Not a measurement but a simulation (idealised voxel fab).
Proc. module: voxel tone inversion
Cross-section cut: width 145 nm, square cells of 5 nm.
When this document writes out a cross-section, it uses a grid of square cells and lists it as bands, beginning at the top and moving down, with a band standing for one or more rows of cells.
The band entry comprises the height of the band's top followed by the height of its bottom, expressed in nm, and subsequently the band's materials from left to right, each stated together with its width in nm. Where a single material is marked with the word "all across", that material fills the band from edge to edge. The word "blank" represents empty space.
Height reference: 0 = level under which incoming wafer is all one material. Lowest band: no bottom, runs on downward, e.g. "0 down".
Think of "30 to 40" as a width that walks from the first number to the second as you go down the band, top row to bottom row, taking equal-sized steps from row to row.
What does "nothing changed" mean for a step? It means no cell of the cross-section changed in that step.
Empty spaces counting at least 8 cells and having no open way to the top are listed in "Unvented internal voids". The notation width x height at distance is used for each, the distance being from the left edge and all three values in nm.
Text after the settings on a step's line: the simulator's own remark on that step.
The "overlay nm" setting may appear on a step's line; for a step that uses a mask, it gives how far to the right of its planned position the mask lay, and a negative value indicates the left.
## The steps planned for the process are as follows
- 1: RECEIVE, material Si
- 2: CONFORMAL_DEP, material SiN, thk nm 10
- 3: DIRECTIONAL_DEP, material polySi, thk nm 15
- 4: PATTERN, tone cover, mask id POSTS, material resist, width nm 15, pitch nm 30, thk nm 25, overlay nm -15
- 5: DIRECTIONAL_ETCH, etch materials polySi, depth nm 15
- 6: STRIP, etch materials resist
- 7: FILL_DEP, material SiO2, thk nm 10
- 8: CMP, height nm 25
- 9: STRIP, etch materials polySi
- 10: CONFORMAL_DEP, material TiN, thk nm 5
- 11: FILL_DEP, material Ru, thk nm 10
- 12: CMP, height nm 25
- 13: CONFORMAL_DEP, material SiCN, thk nm 5
The value of overlay nm given for step 4 in the plan refers to the first wafer; the wafers vary in this setting and are alike at the start.
## Incoming state of the first of several wafers in cross-section: after step 1
  0 down | Si all across
  Unvented internal voids: none
## Depicted here is the first of several wafers in cross-section, at module completion following the last step, step 13
  30 to 25 | SiCN all across
  25 to 15 | 20 of SiO2, then 5 of TiN, then 5 of Ru, then 5 of TiN, then 15 of SiO2, then 5 of TiN, then 5 of Ru, then 5 of TiN, then 15 of SiO2, then 5 of TiN, then 5 of Ru, then 5 of TiN, then 50 of SiO2
  15 to 10 | 20 of SiO2, then 15 of TiN, then 15 of SiO2, then 15 of TiN, then 15 of SiO2, then 15 of TiN, then 50 of SiO2
  10 to 0 | SiN all across
  0 down | Si all across
  Unvented internal voids: none
## Cross-section, module end, final of several wafers
  30 to 25 | SiCN all across
  25 to 15 | 50 of SiO2, then 5 of TiN, then 5 of Ru, then 5 of TiN, then 15 of SiO2, then 5 of TiN, then 5 of Ru, then 5 of TiN, then 15 of SiO2, then 5 of TiN, then 5 of Ru, then 5 of TiN, then 20 of SiO2
  15 to 10 | 50 of SiO2, then 15 of TiN, then 15 of SiO2, then 15 of TiN, then 15 of SiO2, then 15 of TiN, then 20 of SiO2
  10 to 0 | SiN all across
  0 down | Si all across
  Unvented internal voids: none
## Every row in this table is a wafer at the end of the module, and it gives, for each of the materials, the cells that wafer has gained (+) or lost (-) since it was received, then its closed voids
overlay nm -15; +6 Ru; +29 SiCN; +58 SiN; +60 SiO2; +21 TiN; Unvented internal voids: none
overlay nm -10; +6 Ru; +29 SiCN; +58 SiN; +60 SiO2; +21 TiN; Unvented internal voids: none
overlay nm -5; +6 Ru; +29 SiCN; +58 SiN; +60 SiO2; +21 TiN; Unvented internal voids: none
overlay nm 0; +6 Ru; +29 SiCN; +58 SiN; +60 SiO2; +21 TiN; Unvented internal voids: none
overlay nm 5; +6 Ru; +29 SiCN; +58 SiN; +60 SiO2; +21 TiN; Unvented internal voids: none
overlay nm 10; +6 Ru; +29 SiCN; +58 SiN; +60 SiO2; +21 TiN; Unvented internal voids: none
overlay nm 15; +6 Ru; +29 SiCN; +58 SiN; +60 SiO2; +21 TiN; Unvented internal voids: none
